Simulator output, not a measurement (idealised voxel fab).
This section sets out a process module, namely voxel self aligned contacts.
We display cut, a cross-section 215 nm in width whose square cells are each 5 nm.
If you're reading a cross-section in this doc, picture square cells in a grid; it comes to you as bands, top ones listed first down to the bottom, and a band can be one or more rows of cells.
A band entry consists of two parts. The first gives the height of the band's top and the height of its bottom, in nm. The rest lists the band's materials from left to right, each with its width in nm. A single material labelled with the word "edge to edge" fills the band from edge to edge, and the word "air" marks empty space.
The level at which height equals 0 is the one under which the wafer, as it arrives, is entirely one material. No lower edge exists for the bottom band, which continues downward and is notated as in "0 nm and below".
Width spec "30..40" -> top row of cells at first value, bottom row at second value, equal per-row change in between.
Where a step carries "nothing altered", the cross-section came out of it unchanged, cell for cell.
You'll see "Enclosed void entries" listing empty spaces that have no way open to the top, as long as they're 8 cells or more; the notation is width x height at distance, where the distance is from the left edge, and all of it is in nm.
On a step's line, text after the settings is the simulator commenting on that step.
For masked steps, "overlay nm" on the step line gives how far right of plan the mask actually lay; a minus sign means it lay to the left.
Everything after this point is organized in pairs: a cross-section before one process step, a cross-section after it that shows only as deep as the lowest changed band, and, under the pair, the intervening step with its settings. Because different runs of this module on the same starting wafer can supply different pairs, a pair continues from the pair above it only if its entry headed "Ahead of processing" says so.

[Ahead of processing]
    0 nm and below  Si edge to edge
    Enclosed void entries: none

[Cross-Section After Step]
    5 nm to 0 nm  SiO2 edge to edge
    Anything lower than 0 is untouched.
    Enclosed void entries: none
Step taken after the before cross-section and before the after cross-section above: CONFORMAL_DEP (material SiO2; thk nm 5)

Ahead of processing: Reference is made to the cross-section shown after the step in the pair directly above, which represents the state prior to this step.

[Cross-Section After Step]
    25 nm to 5 nm  polySi edge to edge
    Anything lower than 5 is untouched.
    Enclosed void entries: none
Step taken after the before cross-section and before the after cross-section above: DIRECTIONAL_DEP (material polySi; thk nm 20)

Ahead of processing: Reference is made to the cross-section shown after the step in the pair directly above, which represents the state prior to this step.

[Cross-Section After Step]
    50 nm to 25 nm  SiN edge to edge
    Anything lower than 25 is untouched.
    Enclosed void entries: none
Step taken after the before cross-section and before the after cross-section above: DIRECTIONAL_DEP (material SiN; thk nm 25)

Ahead of processing: Reference is made to the cross-section shown after the step in the pair directly above, which represents the state prior to this step.

[Cross-Section After Step]
    50 nm to 25 nm  air 65 nm, then SiN 25 nm, then air 35 nm, then SiN 25 nm, then air 65 nm
    Anything lower than 25 is untouched.
    Enclosed void entries: none
Step taken after the before cross-section and before the after cross-section above: MASKED_ETCH (tone cover; mask id GATE; width nm 25; pitch nm 60; etch materials SiN; depth nm 25; overlay nm 0)

Ahead of processing: Reference is made to the cross-section shown after the step in the pair directly above, which represents the state prior to this step.

[Cross-Section After Step]
    50 nm to 25 nm  air 65 nm, then SiN 25 nm, then air 35 nm, then SiN 25 nm, then air 65 nm
    25 nm to 5 nm  air 65 nm, then polySi 25 nm, then air 35 nm, then polySi 25 nm, then air 65 nm
    Anything lower than 5 is untouched.
    Enclosed void entries: none
Step taken after the before cross-section and before the after cross-section above: MASKED_ETCH (tone cover; mask id GATE; width nm 25; pitch nm 60; etch materials polySi; depth nm 20; overlay nm 0)

Ahead of processing: Reference is made to the cross-section shown after the step in the pair directly above, which represents the state prior to this step.

[Cross-Section After Step]
    60 nm to 25 nm  air 55 nm, then SiN 45 nm, then air 15 nm, then SiN 45 nm, then air 55 nm
    25 nm to 15 nm  air 55 nm, then SiN 10 nm, then polySi 25 nm, then SiN 10 nm, then air 15 nm, then SiN 10 nm, then polySi 25 nm, then SiN 10 nm, then air 55 nm
    15 nm to 5 nm  SiN 65 nm, then polySi 25 nm, then SiN 35 nm, then polySi 25 nm, then SiN 65 nm
    Anything lower than 5 is untouched.
    Enclosed void entries: none
Step taken after the before cross-section and before the after cross-section above: CONFORMAL_DEP (material SiN; thk nm 10)

Ahead of processing: Reference is made to the cross-section shown after the step in the pair directly above, which represents the state prior to this step.

[Cross-Section After Step]
    50 nm to 25 nm  air 55 nm, then SiN 45 nm, then air 15 nm, then SiN 45 nm, then air 55 nm
    25 nm to 5 nm  air 55 nm, then SiN 10 nm, then polySi 25 nm, then SiN 10 nm, then air 15 nm, then SiN 10 nm, then polySi 25 nm, then SiN 10 nm, then air 55 nm
    Anything lower than 5 is untouched.
    Enclosed void entries: none
Step taken after the before cross-section and before the after cross-section above: DIRECTIONAL_ETCH (etch materials SiN; depth nm 10)

Ahead of processing: Reference is made to the cross-section shown after the step in the pair directly above, which represents the state prior to this step.

[Cross-Section After Step]
    60 nm to 50 nm  SiO2 edge to edge
    50 nm to 25 nm  SiO2 55 nm, then SiN 45 nm, then SiO2 15 nm, then SiN 45 nm, then SiO2 55 nm
    25 nm to 5 nm  SiO2 55 nm, then SiN 10 nm, then polySi 25 nm, then SiN 10 nm, then SiO2 15 nm, then SiN 10 nm, then polySi 25 nm, then SiN 10 nm, then SiO2 55 nm
    Anything lower than 5 is untouched.
    Enclosed void entries: none
Step taken after the before cross-section and before the after cross-section above: FILL_DEP (material SiO2; thk nm 10)

Ahead of processing: Reference is made to the cross-section shown after the step in the pair directly above, which represents the state prior to this step.

[Cross-Section After Step]
    55 nm to 50 nm  SiO2 edge to edge
    Anything lower than 50 is untouched.
    Enclosed void entries: none
Step taken after the before cross-section and before the after cross-section above: CMP (height nm 55)

Ahead of processing: Reference is made to the cross-section shown after the step in the pair directly above, which represents the state prior to this step.

[Cross-Section After Step]
    65 nm to 55 nm  aC edge to edge
    Anything lower than 55 is untouched.
    Enclosed void entries: none
Step taken after the before cross-section and before the after cross-section above: DIRECTIONAL_DEP (material aC; thk nm 10)

Ahead of processing: Reference is made to the cross-section shown after the step in the pair directly above, which represents the state prior to this step.

[Cross-Section After Step]
    95 nm to 65 nm  resist 85 nm, then air 45 nm, then resist 85 nm
    Anything lower than 65 is untouched.
    Enclosed void entries: none
Step taken after the before cross-section and before the after cross-section above: PATTERN (tone open; mask id CONTACT; material resist; width nm 45; thk nm 30; overlay nm 0)

Ahead of processing: Reference is made to the cross-section shown after the step in the pair directly above, which represents the state prior to this step.

[Cross-Section After Step]
    85 nm to 65 nm  resist 85 nm, then air 45 nm, then resist 85 nm
    65 nm to 55 nm  aC 85 nm, then air 45 nm, then aC 85 nm
    Anything lower than 55 is untouched.
    Enclosed void entries: none
Step taken after the before cross-section and before the after cross-section above: DIRECTIONAL_ETCH (etch materials aC; depth nm 10)

Ahead of processing: Reference is made to the cross-section shown after the step in the pair directly above, which represents the state prior to this step.

[Cross-Section After Step]
    65 nm to 55 nm  aC 85 nm, then air 45 nm, then aC 85 nm
    Anything lower than 55 is untouched.
    Enclosed void entries: none
Step taken after the before cross-section and before the after cross-section above: STRIP (etch materials resist)

Ahead of processing: Reference is made to the cross-section shown after the step in the pair directly above, which represents the state prior to this step.

[Cross-Section After Step]
    65 nm to 55 nm  aC 85 nm, then air 45 nm, then aC 85 nm
    55 nm to 50 nm  SiO2 85 nm, then air 45 nm, then SiO2 85 nm
    50 nm to 25 nm  SiO2 55 nm, then SiN 45 nm, then air 15 nm, then SiN 45 nm, then SiO2 55 nm
    25 nm to 5 nm  SiO2 55 nm, then SiN 10 nm, then polySi 25 nm, then SiN 10 nm, then air 15 nm, then SiN 10 nm, then polySi 25 nm, then SiN 10 nm, then SiO2 55 nm
    5 nm to 0 nm  SiO2 100 nm, then air 15 nm, then SiO2 100 nm
    Anything lower than 0 is untouched.
    Enclosed void entries: none
Step taken after the before cross-section and before the after cross-section above: DIRECTIONAL_ETCH (etch materials SiO2; depth nm 55)

Ahead of processing: Reference is made to the cross-section shown after the step in the pair directly above, which represents the state prior to this step.

[Cross-Section After Step]
    55 nm to 50 nm  SiO2 85 nm, then air 45 nm, then SiO2 85 nm
    Anything lower than 50 is untouched.
    Enclosed void entries: none
Step taken after the before cross-section and before the after cross-section above: STRIP (etch materials aC)

Ahead of processing: Reference is made to the cross-section shown after the step in the pair directly above, which represents the state prior to this step.

[Cross-Section After Step]
    60 nm to 55 nm  TiN 90 nm, then air 35 nm, then TiN 90 nm
    55 nm to 50 nm  SiO2 85 nm, then TiN 20 nm, then air 5 nm, then TiN 20 nm, then SiO2 85 nm
    50 nm to 25 nm  SiO2 55 nm, then SiN 45 nm, then TiN 5 nm, then air 5 nm, then TiN 5 nm, then SiN 45 nm, then SiO2 55 nm
    25 nm to 5 nm  SiO2 55 nm, then SiN 10 nm, then polySi 25 nm, then SiN 10 nm, then TiN 5 nm, then air 5 nm, then TiN 5 nm, then SiN 10 nm, then polySi 25 nm, then SiN 10 nm, then SiO2 55 nm
    5 nm to 0 nm  SiO2 100 nm, then TiN 15 nm, then SiO2 100 nm
    Anything lower than 0 is untouched.
    Enclosed void entries: none
Step taken after the before cross-section and before the after cross-section above: CONFORMAL_DEP (material TiN; thk nm 5)

Ahead of processing: Reference is made to the cross-section shown after the step in the pair directly above, which represents the state prior to this step.

[Cross-Section After Step]
    65 nm to 60 nm  Ru edge to edge
    60 nm to 55 nm  TiN 90 nm, then Ru 35 nm, then TiN 90 nm
    55 nm to 50 nm  SiO2 85 nm, then TiN 20 nm, then Ru 5 nm, then TiN 20 nm, then SiO2 85 nm
    50 nm to 25 nm  SiO2 55 nm, then SiN 45 nm, then TiN 5 nm, then Ru 5 nm, then TiN 5 nm, then SiN 45 nm, then SiO2 55 nm
    25 nm to 5 nm  SiO2 55 nm, then SiN 10 nm, then polySi 25 nm, then SiN 10 nm, then TiN 5 nm, then Ru 5 nm, then TiN 5 nm, then SiN 10 nm, then polySi 25 nm, then SiN 10 nm, then SiO2 55 nm
    Anything lower than 5 is untouched.
    Enclosed void entries: none
Step taken after the before cross-section and before the after cross-section above: FILL_DEP (material Ru; thk nm 5)

Ahead of processing: Reference is made to the cross-section shown after the step in the pair directly above, which represents the state prior to this step.

[Cross-Section After Step]
    55 nm to 50 nm  SiO2 85 nm, then TiN 20 nm, then Ru 5 nm, then TiN 20 nm, then SiO2 85 nm
    Anything lower than 50 is untouched.
    Enclosed void entries: none
Step taken after the before cross-section and before the after cross-section above: CMP (height nm 55)

Ahead of processing: Reference is made to the cross-section shown after the step in the pair directly above, which represents the state prior to this step.

[Cross-Section After Step]
    60 nm to 55 nm  SiCN edge to edge
    Anything lower than 55 is untouched.
    Enclosed void entries: none
Step taken after the before cross-section and before the after cross-section above: CONFORMAL_DEP (material SiCN; thk nm 5)

[Ahead of processing]
    0 nm and below  Si edge to edge
    Enclosed void entries: none

[Cross-Section After Step]
    20 nm to 0 nm  polySi edge to edge
    Anything lower than 0 is untouched.
    Enclosed void entries: none
Step taken after the before cross-section and before the after cross-section above: DIRECTIONAL_DEP (material polySi; thk nm 20)

Ahead of processing: Reference is made to the cross-section shown after the step in the pair directly above, which represents the state prior to this step.

[Cross-Section After Step]
    45 nm to 20 nm  SiN edge to edge
    Anything lower than 20 is untouched.
    Enclosed void entries: none
Step taken after the before cross-section and before the after cross-section above: DIRECTIONAL_DEP (material SiN; thk nm 25)

Ahead of processing: Reference is made to the cross-section shown after the step in the pair directly above, which represents the state prior to this step.

[Cross-Section After Step]
    45 nm to 20 nm  air 65 nm, then SiN 25 nm, then air 35 nm, then SiN 25 nm, then air 65 nm
    Anything lower than 20 is untouched.
    Enclosed void entries: none
Step taken after the before cross-section and before the after cross-section above: MASKED_ETCH (tone cover; mask id GATE; width nm 25; pitch nm 60; etch materials SiN; depth nm 25; overlay nm 0)

Ahead of processing: Reference is made to the cross-section shown after the step in the pair directly above, which represents the state prior to this step.

[Cross-Section After Step]
    45 nm to 20 nm  air 65 nm, then SiN 25 nm, then air 35 nm, then SiN 25 nm, then air 65 nm
    20 nm to 0 nm  air 65 nm, then polySi 25 nm, then air 35 nm, then polySi 25 nm, then air 65 nm
    Anything lower than 0 is untouched.
    Enclosed void entries: none
Step taken after the before cross-section and before the after cross-section above: MASKED_ETCH (tone cover; mask id GATE; width nm 25; pitch nm 60; etch materials polySi; depth nm 20; overlay nm 0)

Ahead of processing: Reference is made to the cross-section shown after the step in the pair directly above, which represents the state prior to this step.

[Cross-Section After Step]
    55 nm to 20 nm  air 55 nm, then SiN 45 nm, then air 15 nm, then SiN 45 nm, then air 55 nm
    20 nm to 10 nm  air 55 nm, then SiN 10 nm, then polySi 25 nm, then SiN 10 nm, then air 15 nm, then SiN 10 nm, then polySi 25 nm, then SiN 10 nm, then air 55 nm
    10 nm to 0 nm  SiN 65 nm, then polySi 25 nm, then SiN 35 nm, then polySi 25 nm, then SiN 65 nm
    Anything lower than 0 is untouched.
    Enclosed void entries: none
Step taken after the before cross-section and before the after cross-section above: CONFORMAL_DEP (material SiN; thk nm 10)

Ahead of processing: Reference is made to the cross-section shown after the step in the pair directly above, which represents the state prior to this step.

[Cross-Section After Step]
    45 nm to 20 nm  air 55 nm, then SiN 45 nm, then air 15 nm, then SiN 45 nm, then air 55 nm
    20 nm to 0 nm  air 55 nm, then SiN 10 nm, then polySi 25 nm, then SiN 10 nm, then air 15 nm, then SiN 10 nm, then polySi 25 nm, then SiN 10 nm, then air 55 nm
    Anything lower than 0 is untouched.
    Enclosed void entries: none
Step taken after the before cross-section and before the after cross-section above: DIRECTIONAL_ETCH (etch materials SiN; depth nm 10)

Ahead of processing: Reference is made to the cross-section shown after the step in the pair directly above, which represents the state prior to this step.

[Cross-Section After Step]
    55 nm to 45 nm  SiO2 edge to edge
    45 nm to 20 nm  SiO2 55 nm, then SiN 45 nm, then SiO2 15 nm, then SiN 45 nm, then SiO2 55 nm
    20 nm to 0 nm  SiO2 55 nm, then SiN 10 nm, then polySi 25 nm, then SiN 10 nm, then SiO2 15 nm, then SiN 10 nm, then polySi 25 nm, then SiN 10 nm, then SiO2 55 nm
    Anything lower than 0 is untouched.
    Enclosed void entries: none
Step taken after the before cross-section and before the after cross-section above: FILL_DEP (material SiO2; thk nm 10)

Ahead of processing: Reference is made to the cross-section shown after the step in the pair directly above, which represents the state prior to this step.

[Cross-Section After Step]
    65 nm to 55 nm  aC edge to edge
    Anything lower than 55 is untouched.
    Enclosed void entries: none
Step taken after the before cross-section and before the after cross-section above: DIRECTIONAL_DEP (material aC; thk nm 10)

Ahead of processing: Reference is made to the cross-section shown after the step in the pair directly above, which represents the state prior to this step.

[Cross-Section After Step]
    95 nm to 65 nm  resist 85 nm, then air 45 nm, then resist 85 nm
    Anything lower than 65 is untouched.
    Enclosed void entries: none
Step taken after the before cross-section and before the after cross-section above: PATTERN (tone open; mask id CONTACT; material resist; width nm 45; thk nm 30; overlay nm 0)

Ahead of processing: Reference is made to the cross-section shown after the step in the pair directly above, which represents the state prior to this step.

[Cross-Section After Step]
    85 nm to 65 nm  resist 85 nm, then air 45 nm, then resist 85 nm
    65 nm to 55 nm  aC 85 nm, then air 45 nm, then aC 85 nm
    Anything lower than 55 is untouched.
    Enclosed void entries: none
Step taken after the before cross-section and before the after cross-section above: DIRECTIONAL_ETCH (etch materials aC; depth nm 10)

Ahead of processing: Reference is made to the cross-section shown after the step in the pair directly above, which represents the state prior to this step.

[Cross-Section After Step]
    65 nm to 55 nm  aC 85 nm, then air 45 nm, then aC 85 nm
    Anything lower than 55 is untouched.
    Enclosed void entries: none
Step taken after the before cross-section and before the after cross-section above: STRIP (etch materials resist)

Ahead of processing: Reference is made to the cross-section shown after the step in the pair directly above, which represents the state prior to this step.

[Cross-Section After Step]
    65 nm to 55 nm  aC 85 nm, then air 45 nm, then aC 85 nm
    55 nm to 45 nm  SiO2 85 nm, then air 45 nm, then SiO2 85 nm
    45 nm to 20 nm  SiO2 55 nm, then SiN 45 nm, then air 15 nm, then SiN 45 nm, then SiO2 55 nm
    20 nm to 0 nm  SiO2 55 nm, then SiN 10 nm, then polySi 25 nm, then SiN 10 nm, then air 15 nm, then SiN 10 nm, then polySi 25 nm, then SiN 10 nm, then SiO2 55 nm
    Anything lower than 0 is untouched.
    Enclosed void entries: none
Step taken after the before cross-section and before the after cross-section above: DIRECTIONAL_ETCH (etch materials SiO2; depth nm 55)

Ahead of processing: Reference is made to the cross-section shown after the step in the pair directly above, which represents the state prior to this step.

[Cross-Section After Step]
    55 nm to 45 nm  SiO2 85 nm, then air 45 nm, then SiO2 85 nm
    Anything lower than 45 is untouched.
    Enclosed void entries: none
Step taken after the before cross-section and before the after cross-section above: STRIP (etch materials aC)

Ahead of processing: Reference is made to the cross-section shown after the step in the pair directly above, which represents the state prior to this step.

[Cross-Section After Step]
    60 nm to 55 nm  TiN 90 nm, then air 35 nm, then TiN 90 nm
    55 nm to 45 nm  SiO2 85 nm, then TiN 5..20 nm, then air 35..5 nm, then TiN 5..20 nm, then SiO2 85 nm
    45 nm to 20 nm  SiO2 55 nm, then SiN 45 nm, then TiN 5 nm, then air 5 nm, then TiN 5 nm, then SiN 45 nm, then SiO2 55 nm
    20 nm to 5 nm  SiO2 55 nm, then SiN 10 nm, then polySi 25 nm, then SiN 10 nm, then TiN 5 nm, then air 5 nm, then TiN 5 nm, then SiN 10 nm, then polySi 25 nm, then SiN 10 nm, then SiO2 55 nm
    5 nm to 0 nm  SiO2 55 nm, then SiN 10 nm, then polySi 25 nm, then SiN 10 nm, then TiN 15 nm, then SiN 10 nm, then polySi 25 nm, then SiN 10 nm, then SiO2 55 nm
    Anything lower than 0 is untouched.
    Enclosed void entries: none
Step taken after the before cross-section and before the after cross-section above: CONFORMAL_DEP (material TiN; thk nm 5)

Ahead of processing: Reference is made to the cross-section shown after the step in the pair directly above, which represents the state prior to this step.

[Cross-Section After Step]
    65 nm to 60 nm  Ru edge to edge
    60 nm to 55 nm  TiN 90 nm, then Ru 35 nm, then TiN 90 nm
    55 nm to 45 nm  SiO2 85 nm, then TiN 5..20 nm, then Ru 35..5 nm, then TiN 5..20 nm, then SiO2 85 nm
    45 nm to 20 nm  SiO2 55 nm, then SiN 45 nm, then TiN 5 nm, then Ru 5 nm, then TiN 5 nm, then SiN 45 nm, then SiO2 55 nm
    20 nm to 5 nm  SiO2 55 nm, then SiN 10 nm, then polySi 25 nm, then SiN 10 nm, then TiN 5 nm, then Ru 5 nm, then TiN 5 nm, then SiN 10 nm, then polySi 25 nm, then SiN 10 nm, then SiO2 55 nm
    Anything lower than 5 is untouched.
    Enclosed void entries: none
Step taken after the before cross-section and before the after cross-section above: FILL_DEP (material Ru; thk nm 5)

Ahead of processing: Reference is made to the cross-section shown after the step in the pair directly above, which represents the state prior to this step.

[Cross-Section After Step]
    55 nm to 45 nm  SiO2 85 nm, then TiN 5..20 nm, then Ru 35..5 nm, then TiN 5..20 nm, then SiO2 85 nm
    Anything lower than 45 is untouched.
    Enclosed void entries: none
Step taken after the before cross-section and before the after cross-section above: CMP (height nm 55)

Ahead of processing: Reference is made to the cross-section shown after the step in the pair directly above, which represents the state prior to this step.

[Cross-Section After Step]
    60 nm to 55 nm  SiCN edge to edge
    Anything lower than 55 is untouched.
    Enclosed void entries: none
Step taken after the before cross-section and before the after cross-section above: CONFORMAL_DEP (material SiCN; thk nm 5)

[Ahead of processing]
    50 nm to 25 nm  SiN edge to edge
    25 nm to 5 nm  polySi edge to edge
    5 nm to 0 nm  SiO2 edge to edge
    0 nm and below  Si edge to edge
    Enclosed void entries: none

[Cross-Section After Step]
    75 nm to 25 nm  SiN edge to edge
    Anything lower than 25 is untouched.
    Enclosed void entries: none
Step taken after the before cross-section and before the after cross-section above: DIRECTIONAL_DEP (material SiN; thk nm 25)

Ahead of processing: Reference is made to the cross-section shown after the step in the pair directly above, which represents the state prior to this step.

[Cross-Section After Step]
    75 nm to 50 nm  air 65 nm, then SiN 25 nm, then air 35 nm, then SiN 25 nm, then air 65 nm
    Anything lower than 50 is untouched.
    Enclosed void entries: none
Step taken after the before cross-section and before the after cross-section above: MASKED_ETCH (tone cover; mask id GATE; width nm 25; pitch nm 60; etch materials SiN; depth nm 25; overlay nm 0)

Ahead of processing: Reference is made to the cross-section shown after the step in the pair directly above, which represents the state prior to this step.

[Cross-Section After Step]
    85 nm to 60 nm  air 55 nm, then SiN 45 nm, then air 15 nm, then SiN 45 nm, then air 55 nm
    60 nm to 25 nm  SiN edge to edge
    Anything lower than 25 is untouched.
    Enclosed void entries: none
Step taken after the before cross-section and before the after cross-section above: CONFORMAL_DEP (material SiN; thk nm 10)

Ahead of processing: Reference is made to the cross-section shown after the step in the pair directly above, which represents the state prior to this step.

[Cross-Section After Step]
    75 nm to 50 nm  air 55 nm, then SiN 45 nm, then air 15 nm, then SiN 45 nm, then air 55 nm
    Anything lower than 50 is untouched.
    Enclosed void entries: none
Step taken after the before cross-section and before the after cross-section above: DIRECTIONAL_ETCH (etch materials SiN; depth nm 10)

Ahead of processing: Reference is made to the cross-section shown after the step in the pair directly above, which represents the state prior to this step.

[Cross-Section After Step]
    85 nm to 75 nm  SiO2 edge to edge
    75 nm to 50 nm  SiO2 55 nm, then SiN 45 nm, then SiO2 15 nm, then SiN 45 nm, then SiO2 55 nm
    Anything lower than 50 is untouched.
    Enclosed void entries: none
Step taken after the before cross-section and before the after cross-section above: FILL_DEP (material SiO2; thk nm 10)

Ahead of processing: Reference is made to the cross-section shown after the step in the pair directly above, which represents the state prior to this step.

[Cross-Section After Step]
    55 nm to 50 nm  SiO2 55 nm, then SiN 45 nm, then SiO2 15 nm, then SiN 45 nm, then SiO2 55 nm
    Anything lower than 50 is untouched.
    Enclosed void entries: none
Step taken after the before cross-section and before the after cross-section above: CMP (height nm 55)

Ahead of processing: Reference is made to the cross-section shown after the step in the pair directly above, which represents the state prior to this step.

[Cross-Section After Step]
    65 nm to 55 nm  aC edge to edge
    Anything lower than 55 is untouched.
    Enclosed void entries: none
Step taken after the before cross-section and before the after cross-section above: DIRECTIONAL_DEP (material aC; thk nm 10)

Ahead of processing: Reference is made to the cross-section shown after the step in the pair directly above, which represents the state prior to this step.

[Cross-Section After Step]
    95 nm to 65 nm  resist 85 nm, then air 45 nm, then resist 85 nm
    Anything lower than 65 is untouched.
    Enclosed void entries: none
Step taken after the before cross-section and before the after cross-section above: PATTERN (tone open; mask id CONTACT; material resist; width nm 45; thk nm 30; overlay nm 0)

Ahead of processing: Reference is made to the cross-section shown after the step in the pair directly above, which represents the state prior to this step.

[Cross-Section After Step]
    85 nm to 65 nm  resist 85 nm, then air 45 nm, then resist 85 nm
    65 nm to 55 nm  aC 85 nm, then air 45 nm, then aC 85 nm
    Anything lower than 55 is untouched.
    Enclosed void entries: none
Step taken after the before cross-section and before the after cross-section above: DIRECTIONAL_ETCH (etch materials aC; depth nm 10)

Ahead of processing: Reference is made to the cross-section shown after the step in the pair directly above, which represents the state prior to this step.

[Cross-Section After Step]
    65 nm to 55 nm  aC 85 nm, then air 45 nm, then aC 85 nm
    Anything lower than 55 is untouched.
    Enclosed void entries: none
Step taken after the before cross-section and before the after cross-section above: STRIP (etch materials resist)

Ahead of processing: Reference is made to the cross-section shown after the step in the pair directly above, which represents the state prior to this step.

[Cross-Section After Step]
    65 nm to 55 nm  aC 85 nm, then air 45 nm, then aC 85 nm
    55 nm to 50 nm  SiO2 55 nm, then SiN 45 nm, then air 15 nm, then SiN 45 nm, then SiO2 55 nm
    Anything lower than 50 is untouched.
    Enclosed void entries: none
Step taken after the before cross-section and before the after cross-section above: DIRECTIONAL_ETCH (etch materials SiO2; depth nm 55)

Ahead of processing: Reference is made to the cross-section shown after the step in the pair directly above, which represents the state prior to this step.

[Cross-Section After Step]
    55 nm to 50 nm  SiO2 55 nm, then SiN 45 nm, then air 15 nm, then SiN 45 nm, then SiO2 55 nm
    Anything lower than 50 is untouched.
    Enclosed void entries: none
Step taken after the before cross-section and before the after cross-section above: STRIP (etch materials aC)

Ahead of processing: Reference is made to the cross-section shown after the step in the pair directly above, which represents the state prior to this step.

[Cross-Section After Step]
    60 nm to 55 nm  TiN 105 nm, then air 5 nm, then TiN 105 nm
    55 nm to 50 nm  SiO2 55 nm, then SiN 45 nm, then TiN 15 nm, then SiN 45 nm, then SiO2 55 nm
    Anything lower than 50 is untouched.
    Enclosed void entries: none
Step taken after the before cross-section and before the after cross-section above: CONFORMAL_DEP (material TiN; thk nm 5)

Ahead of processing: Reference is made to the cross-section shown after the step in the pair directly above, which represents the state prior to this step.

[Cross-Section After Step]
    65 nm to 60 nm  Ru edge to edge
    60 nm to 55 nm  TiN 105 nm, then Ru 5 nm, then TiN 105 nm
    Anything lower than 55 is untouched.
    Enclosed void entries: none
Step taken after the before cross-section and before the after cross-section above: FILL_DEP (material Ru; thk nm 5)

Ahead of processing: Reference is made to the cross-section shown after the step in the pair directly above, which represents the state prior to this step.

[Cross-Section After Step]
    55 nm to 50 nm  SiO2 55 nm, then SiN 45 nm, then TiN 15 nm, then SiN 45 nm, then SiO2 55 nm
    Anything lower than 50 is untouched.
    Enclosed void entries: none
Step taken after the before cross-section and before the after cross-section above: CMP (height nm 55)

Ahead of processing: Reference is made to the cross-section shown after the step in the pair directly above, which represents the state prior to this step.

[Cross-Section After Step]
    60 nm to 55 nm  SiCN edge to edge
    Anything lower than 55 is untouched.
    Enclosed void entries: none
Step taken after the before cross-section and before the after cross-section above: CONFORMAL_DEP (material SiCN; thk nm 5)

[Ahead of processing]
    5 nm to 0 nm  SiO2 edge to edge
    0 nm and below  Si edge to edge
    Enclosed void entries: none

[Cross-Section After Step]
    30 nm to 5 nm  SiN edge to edge
    Anything lower than 5 is untouched.
    Enclosed void entries: none
Step taken after the before cross-section and before the after cross-section above: DIRECTIONAL_DEP (material SiN; thk nm 25)

Ahead of processing: Reference is made to the cross-section shown after the step in the pair directly above, which represents the state prior to this step.

[Cross-Section After Step]
    50 nm to 30 nm  polySi edge to edge
    Anything lower than 30 is untouched.
    Enclosed void entries: none
Step taken after the before cross-section and before the after cross-section above: DIRECTIONAL_DEP (material polySi; thk nm 20)

Ahead of processing: Reference is made to the cross-section shown after the step in the pair directly above, which represents the state prior to this step.

[Cross-Section After Step]
    50 nm to 30 nm  air 65 nm, then polySi 25 nm, then air 35 nm, then polySi 25 nm, then air 65 nm
    Anything lower than 30 is untouched.
    Enclosed void entries: none
Step taken after the before cross-section and before the after cross-section above: MASKED_ETCH (tone cover; mask id GATE; width nm 25; pitch nm 60; etch materials polySi; depth nm 20; overlay nm 0)

Ahead of processing: Reference is made to the cross-section shown after the step in the pair directly above, which represents the state prior to this step.

[Cross-Section After Step]
    60 nm to 50 nm  air 55 nm, then SiN 45 nm, then air 15 nm, then SiN 45 nm, then air 55 nm
    50 nm to 40 nm  air 55 nm, then SiN 10 nm, then polySi 25 nm, then SiN 10 nm, then air 15 nm, then SiN 10 nm, then polySi 25 nm, then SiN 10 nm, then air 55 nm
    40 nm to 30 nm  SiN 65 nm, then polySi 25 nm, then SiN 35 nm, then polySi 25 nm, then SiN 65 nm
    Anything lower than 30 is untouched.
    Enclosed void entries: none
Step taken after the before cross-section and before the after cross-section above: CONFORMAL_DEP (material SiN; thk nm 10)

Ahead of processing: Reference is made to the cross-section shown after the step in the pair directly above, which represents the state prior to this step.

[Cross-Section After Step]
    50 nm to 30 nm  air 55 nm, then SiN 10 nm, then polySi 25 nm, then SiN 10 nm, then air 15 nm, then SiN 10 nm, then polySi 25 nm, then SiN 10 nm, then air 55 nm
    Anything lower than 30 is untouched.
    Enclosed void entries: none
Step taken after the before cross-section and before the after cross-section above: DIRECTIONAL_ETCH (etch materials SiN; depth nm 10)

Ahead of processing: Reference is made to the cross-section shown after the step in the pair directly above, which represents the state prior to this step.

[Cross-Section After Step]
    60 nm to 50 nm  SiO2 edge to edge
    50 nm to 30 nm  SiO2 55 nm, then SiN 10 nm, then polySi 25 nm, then SiN 10 nm, then SiO2 15 nm, then SiN 10 nm, then polySi 25 nm, then SiN 10 nm, then SiO2 55 nm
    Anything lower than 30 is untouched.
    Enclosed void entries: none
Step taken after the before cross-section and before the after cross-section above: FILL_DEP (material SiO2; thk nm 10)

Ahead of processing: Reference is made to the cross-section shown after the step in the pair directly above, which represents the state prior to this step.

[Cross-Section After Step]
    55 nm to 50 nm  SiO2 edge to edge
    Anything lower than 50 is untouched.
    Enclosed void entries: none
Step taken after the before cross-section and before the after cross-section above: CMP (height nm 55)

Ahead of processing: Reference is made to the cross-section shown after the step in the pair directly above, which represents the state prior to this step.

[Cross-Section After Step]
    65 nm to 55 nm  aC edge to edge
    Anything lower than 55 is untouched.
    Enclosed void entries: none
Step taken after the before cross-section and before the after cross-section above: DIRECTIONAL_DEP (material aC; thk nm 10)

Ahead of processing: Reference is made to the cross-section shown after the step in the pair directly above, which represents the state prior to this step.

[Cross-Section After Step]
    95 nm to 65 nm  resist 85 nm, then air 45 nm, then resist 85 nm
    Anything lower than 65 is untouched.
    Enclosed void entries: none
Step taken after the before cross-section and before the after cross-section above: PATTERN (tone open; mask id CONTACT; material resist; width nm 45; thk nm 30; overlay nm 0)

Ahead of processing: Reference is made to the cross-section shown after the step in the pair directly above, which represents the state prior to this step.

[Cross-Section After Step]
    85 nm to 65 nm  resist 85 nm, then air 45 nm, then resist 85 nm
    65 nm to 55 nm  aC 85 nm, then air 45 nm, then aC 85 nm
    Anything lower than 55 is untouched.
    Enclosed void entries: none
Step taken after the before cross-section and before the after cross-section above: DIRECTIONAL_ETCH (etch materials aC; depth nm 10)

Ahead of processing: Reference is made to the cross-section shown after the step in the pair directly above, which represents the state prior to this step.

[Cross-Section After Step]
    65 nm to 55 nm  aC 85 nm, then air 45 nm, then aC 85 nm
    Anything lower than 55 is untouched.
    Enclosed void entries: none
Step taken after the before cross-section and before the after cross-section above: STRIP (etch materials resist)

Ahead of processing: Reference is made to the cross-section shown after the step in the pair directly above, which represents the state prior to this step.

[Cross-Section After Step]
    65 nm to 55 nm  aC 85 nm, then air 45 nm, then aC 85 nm
    55 nm to 50 nm  SiO2 85 nm, then air 45 nm, then SiO2 85 nm
    50 nm to 30 nm  SiO2 55 nm, then SiN 10 nm, then polySi 25 nm, then SiN 10 nm, then air 15 nm, then SiN 10 nm, then polySi 25 nm, then SiN 10 nm, then SiO2 55 nm
    Anything lower than 30 is untouched.
    Enclosed void entries: none
Step taken after the before cross-section and before the after cross-section above: DIRECTIONAL_ETCH (etch materials SiO2; depth nm 55)
